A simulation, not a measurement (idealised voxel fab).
The document below concerns the process module designated voxel self aligned vias.
The width of the displayed cross-section, cut, is 280 nm; its cells are square, with a size of 5 nm.
Just so we're on the same page, the cross-sections are grids of square cells, and they're listed out in bands top to bottom, each band one or more rows deep.
In this notation a band is specified by the heights of its top and bottom, in that order and in nm, after which its materials appear from left to right, each paired with its width in nm. The word "full width" attached to a single material means that material fills the band from edge to edge; the word "blank" stands for empty space.
Heights from 0 (as-received wafer is one material below). Bottom band endless downward, as "0 nm and below".
You'd read "30..40" like this: the band's top row of cells is as wide as the first number, its bottom row is as wide as the second, and going down, every row changes width by the same amount as the row before did.
Reading "no modification" for a step: not a cell of the cross-section changed in it.
"Voids, enclosed": empty spaces of 8 cells or more with no open way to the top, each given as width x height at distance, distance from the left edge, all in nm.
Heads up: the bit after the settings on a step's line is the simulator's remark on that step.
overlay nm: mask right of planned place by this much (step with mask). Neg. = left.
[The planned process steps are enumerated hereunder]
- 1: RECEIVE,material Si
- 2: CONFORMAL_DEP,material SiO2,thk nm 15
- 3: CONFORMAL_DEP,material SiCN,thk nm 5
- 4: DIRECTIONAL_DEP,material SiO2,thk nm 30
- 5: MASKED_ETCH,tone open,mask id LINES,width nm 30,pitch nm 65,etch materials SiO2,depth nm 30,overlay nm 0
- 6: CONFORMAL_DEP,material TiN,thk nm 5
- 7: FILL_DEP,material Ru,thk nm 5
- 8: CMP,height nm 50
- 9: SELECTIVE_ETCH,etch materials W Ru TiN,depth nm 5
- 10: FILL_DEP,material SiN,thk nm 5
- 11: CMP,height nm 50
- 12: DIRECTIONAL_DEP,material SiO2,thk nm 15
- 13: MASKED_ETCH,tone open,mask id VIAS,width nm 40,pitch nm 130,etch materials SiO2,depth nm 15,overlay nm 0
- 14: MASKED_ETCH,tone open,mask id VIAS,width nm 40,pitch nm 130,etch materials SiN,depth nm 5,overlay nm 0
- 15: CONFORMAL_DEP,material TiN,thk nm 5
- 16: FILL_DEP,material Ru,thk nm 5
- 17: CMP,height nm 65
- 18: CONFORMAL_DEP,material SiN,thk nm 5
[On the first of the two wafers: run conducted according to plan]
[Received-state cross-section, reflecting completion of step 1]
  0 nm and below | Si full width
  Voids, enclosed: none
[after step 2]
  15 nm to 0 nm | SiO2 full width
  Everything under 0 stays put, no change at all.
[after step 3]
  20 nm to 15 nm | SiCN full width
  Everything under 15 stays put, no change at all.
[after step 4]
  50 nm to 20 nm | SiO2 full width
  Everything under 20 stays put, no change at all.
[after step 5]
  50 nm to 20 nm | 60 of SiO2 / 30 of blank / 35 of SiO2 / 30 of blank / 35 of SiO2 / 30 of blank / 60 of SiO2
  Everything under 20 stays put, no change at all.
[after step 6]
  55 nm to 50 nm | 65 of TiN / 20 of blank / 45 of TiN / 20 of blank / 45 of TiN / 20 of blank / 65 of TiN
  50 nm to 25 nm | 60 of SiO2 / 5 of TiN / 20 of blank / 5 of TiN / 35 of SiO2 / 5 of TiN / 20 of blank / 5 of TiN / 35 of SiO2 / 5 of TiN / 20 of blank / 5 of TiN / 60 of SiO2
  25 nm to 20 nm | 60 of SiO2 / 30 of TiN / 35 of SiO2 / 30 of TiN / 35 of SiO2 / 30 of TiN / 60 of SiO2
  Everything under 20 stays put, no change at all.
[after step 7]
  60 nm to 55 nm | Ru full width
  55 nm to 50 nm | 65 of TiN / 20 of Ru / 45 of TiN / 20 of Ru / 45 of TiN / 20 of Ru / 65 of TiN
  50 nm to 25 nm | 60 of SiO2 / 5 of TiN / 20 of Ru / 5 of TiN / 35 of SiO2 / 5 of TiN / 20 of Ru / 5 of TiN / 35 of SiO2 / 5 of TiN / 20 of Ru / 5 of TiN / 60 of SiO2
  Everything under 25 stays put, no change at all.
[after step 8]
  50 nm to 25 nm | 60 of SiO2 / 5 of TiN / 20 of Ru / 5 of TiN / 35 of SiO2 / 5 of TiN / 20 of Ru / 5 of TiN / 35 of SiO2 / 5 of TiN / 20 of Ru / 5 of TiN / 60 of SiO2
  Everything under 25 stays put, no change at all.
[after step 9]
  50 nm to 45 nm | 60 of SiO2 / 30 of blank / 35 of SiO2 / 30 of blank / 35 of SiO2 / 30 of blank / 60 of SiO2
  Everything under 45 stays put, no change at all.
[after step 10]
  55 nm to 50 nm | SiN full width
  50 nm to 45 nm | 60 of SiO2 / 30 of SiN / 35 of SiO2 / 30 of SiN / 35 of SiO2 / 30 of SiN / 60 of SiO2
  Everything under 45 stays put, no change at all.
[after step 11]
  50 nm to 45 nm | 60 of SiO2 / 30 of SiN / 35 of SiO2 / 30 of SiN / 35 of SiO2 / 30 of SiN / 60 of SiO2
  Everything under 45 stays put, no change at all.
[after step 12]
  65 nm to 50 nm | SiO2 full width
  Everything under 50 stays put, no change at all.
[after step 13]
  65 nm to 50 nm | 55 of SiO2 / 40 of blank / 90 of SiO2 / 40 of blank / 55 of SiO2
  Everything under 50 stays put, no change at all.
[after step 14]
  65 nm to 50 nm | 55 of SiO2 / 40 of blank / 90 of SiO2 / 40 of blank / 55 of SiO2
  50 nm to 45 nm | 60 of SiO2 / 30 of blank / 35 of SiO2 / 30 of SiN / 35 of SiO2 / 30 of blank / 60 of SiO2
  Everything under 45 stays put, no change at all.
[after step 15]
  70 nm to 65 nm | 60 of TiN / 30 of blank / 100 of TiN / 30 of blank / 60 of TiN
  65 nm to 55 nm | 55 of SiO2 / 5 of TiN / 30 of blank / 5 of TiN / 90 of SiO2 / 5 of TiN / 30 of blank / 5 of TiN / 55 of SiO2
  55 nm to 50 nm | 55 of SiO2 / 10 of TiN / 20 of blank / 10 of TiN / 90 of SiO2 / 10 of TiN / 20 of blank / 10 of TiN / 55 of SiO2
  50 nm to 45 nm | 60 of SiO2 / 30 of TiN / 35 of SiO2 / 30 of SiN / 35 of SiO2 / 30 of TiN / 60 of SiO2
  Everything under 45 stays put, no change at all.
[after step 16]
  75 nm to 70 nm | Ru full width
  70 nm to 65 nm | 60 of TiN / 30 of Ru / 100 of TiN / 30 of Ru / 60 of TiN
  65 nm to 55 nm | 55 of SiO2 / 5 of TiN / 30 of Ru / 5 of TiN / 90 of SiO2 / 5 of TiN / 30 of Ru / 5 of TiN / 55 of SiO2
  55 nm to 50 nm | 55 of SiO2 / 10 of TiN / 20 of Ru / 10 of TiN / 90 of SiO2 / 10 of TiN / 20 of Ru / 10 of TiN / 55 of SiO2
  Everything under 50 stays put, no change at all.
[after step 17]
  65 nm to 55 nm | 55 of SiO2 / 5 of TiN / 30 of Ru / 5 of TiN / 90 of SiO2 / 5 of TiN / 30 of Ru / 5 of TiN / 55 of SiO2
  Everything under 55 stays put, no change at all.
[after step 18]
  70 nm to 65 nm | SiN full width
  Everything under 65 stays put, no change at all.
[Second wafer. Start and plan as for the first. One mistake made in running. Agrees with the first up to and including step 1]
[Cross-section of the second wafer at the time step 2 of the plan should have ended]
  15 nm to 0 nm | SiCN full width
  Everything under 0 stays put, no change at all.
[Cross-section of the second wafer at the time step 3 of the plan should have ended]
  20 nm to 0 nm | SiCN full width
  Everything under 0 stays put, no change at all.
[Cross-section of the second wafer at the time step 4 of the plan should have ended]
  50 nm to 20 nm | SiO2 full width
  Everything under 20 stays put, no change at all.
[Cross-section of the second wafer at the time step 5 of the plan should have ended]
  50 nm to 20 nm | 60 of SiO2 / 30 of blank / 35 of SiO2 / 30 of blank / 35 of SiO2 / 30 of blank / 60 of SiO2
  Everything under 20 stays put, no change at all.
[Cross-section of the second wafer at the time step 6 of the plan should have ended]
  55 nm to 50 nm | 65 of TiN / 20 of blank / 45 of TiN / 20 of blank / 45 of TiN / 20 of blank / 65 of TiN
  50 nm to 25 nm | 60 of SiO2 / 5 of TiN / 20 of blank / 5 of TiN / 35 of SiO2 / 5 of TiN / 20 of blank / 5 of TiN / 35 of SiO2 / 5 of TiN / 20 of blank / 5 of TiN / 60 of SiO2
  25 nm to 20 nm | 60 of SiO2 / 30 of TiN / 35 of SiO2 / 30 of TiN / 35 of SiO2 / 30 of TiN / 60 of SiO2
  Everything under 20 stays put, no change at all.
[Cross-section of the second wafer at the time step 7 of the plan should have ended]
  60 nm to 55 nm | Ru full width
  55 nm to 50 nm | 65 of TiN / 20 of Ru / 45 of TiN / 20 of Ru / 45 of TiN / 20 of Ru / 65 of TiN
  50 nm to 25 nm | 60 of SiO2 / 5 of TiN / 20 of Ru / 5 of TiN / 35 of SiO2 / 5 of TiN / 20 of Ru / 5 of TiN / 35 of SiO2 / 5 of TiN / 20 of Ru / 5 of TiN / 60 of SiO2
  Everything under 25 stays put, no change at all.
[Cross-section of the second wafer at the time step 8 of the plan should have ended]
  50 nm to 25 nm | 60 of SiO2 / 5 of TiN / 20 of Ru / 5 of TiN / 35 of SiO2 / 5 of TiN / 20 of Ru / 5 of TiN / 35 of SiO2 / 5 of TiN / 20 of Ru / 5 of TiN / 60 of SiO2
  Everything under 25 stays put, no change at all.
[Cross-section of the second wafer at the time step 9 of the plan should have ended]
  50 nm to 45 nm | 60 of SiO2 / 30 of blank / 35 of SiO2 / 30 of blank / 35 of SiO2 / 30 of blank / 60 of SiO2
  Everything under 45 stays put, no change at all.
[Cross-section of the second wafer at the time step 10 of the plan should have ended]
  55 nm to 50 nm | SiN full width
  50 nm to 45 nm | 60 of SiO2 / 30 of SiN / 35 of SiO2 / 30 of SiN / 35 of SiO2 / 30 of SiN / 60 of SiO2
  Everything under 45 stays put, no change at all.
[Cross-section of the second wafer at the time step 11 of the plan should have ended]
  50 nm to 45 nm | 60 of SiO2 / 30 of SiN / 35 of SiO2 / 30 of SiN / 35 of SiO2 / 30 of SiN / 60 of SiO2
  Everything under 45 stays put, no change at all.
[Cross-section of the second wafer at the time step 12 of the plan should have ended]
  65 nm to 50 nm | SiO2 full width
  Everything under 50 stays put, no change at all.
[Cross-section of the second wafer at the time step 13 of the plan should have ended]
  65 nm to 50 nm | 55 of SiO2 / 40 of blank / 90 of SiO2 / 40 of blank / 55 of SiO2
  Everything under 50 stays put, no change at all.
[Cross-section of the second wafer at the time step 14 of the plan should have ended]
  65 nm to 50 nm | 55 of SiO2 / 40 of blank / 90 of SiO2 / 40 of blank / 55 of SiO2
  50 nm to 45 nm | 60 of SiO2 / 30 of blank / 35 of SiO2 / 30 of SiN / 35 of SiO2 / 30 of blank / 60 of SiO2
  Everything under 45 stays put, no change at all.
[Cross-section of the second wafer at the time step 15 of the plan should have ended]
  70 nm to 65 nm | 60 of TiN / 30 of blank / 100 of TiN / 30 of blank / 60 of TiN
  65 nm to 55 nm | 55 of SiO2 / 5 of TiN / 30 of blank / 5 of TiN / 90 of SiO2 / 5 of TiN / 30 of blank / 5 of TiN / 55 of SiO2
  55 nm to 50 nm | 55 of SiO2 / 10 of TiN / 20 of blank / 10 of TiN / 90 of SiO2 / 10 of TiN / 20 of blank / 10 of TiN / 55 of SiO2
  50 nm to 45 nm | 60 of SiO2 / 30 of TiN / 35 of SiO2 / 30 of SiN / 35 of SiO2 / 30 of TiN / 60 of SiO2
  Everything under 45 stays put, no change at all.
[Cross-section of the second wafer at the time step 16 of the plan should have ended]
  75 nm to 70 nm | Ru full width
  70 nm to 65 nm | 60 of TiN / 30 of Ru / 100 of TiN / 30 of Ru / 60 of TiN
  65 nm to 55 nm | 55 of SiO2 / 5 of TiN / 30 of Ru / 5 of TiN / 90 of SiO2 / 5 of TiN / 30 of Ru / 5 of TiN / 55 of SiO2
  55 nm to 50 nm | 55 of SiO2 / 10 of TiN / 20 of Ru / 10 of TiN / 90 of SiO2 / 10 of TiN / 20 of Ru / 10 of TiN / 55 of SiO2
  Everything under 50 stays put, no change at all.
[Cross-section of the second wafer at the time step 17 of the plan should have ended]
  65 nm to 55 nm | 55 of SiO2 / 5 of TiN / 30 of Ru / 5 of TiN / 90 of SiO2 / 5 of TiN / 30 of Ru / 5 of TiN / 55 of SiO2
  Everything under 55 stays put, no change at all.
[Cross-section of the second wafer at the time step 18 of the plan should have ended]
  70 nm to 65 nm | SiN full width
  Everything under 65 stays put, no change at all.
Heads up, the wafer didn't run the way we planned it: step 2 did not happen as planned, as run it was CONFORMAL_DEP,material SiCN,thk nm 15
Materials where the second wafer ends with more or fewer cells than the first: +168 SiCN | -168 SiO2
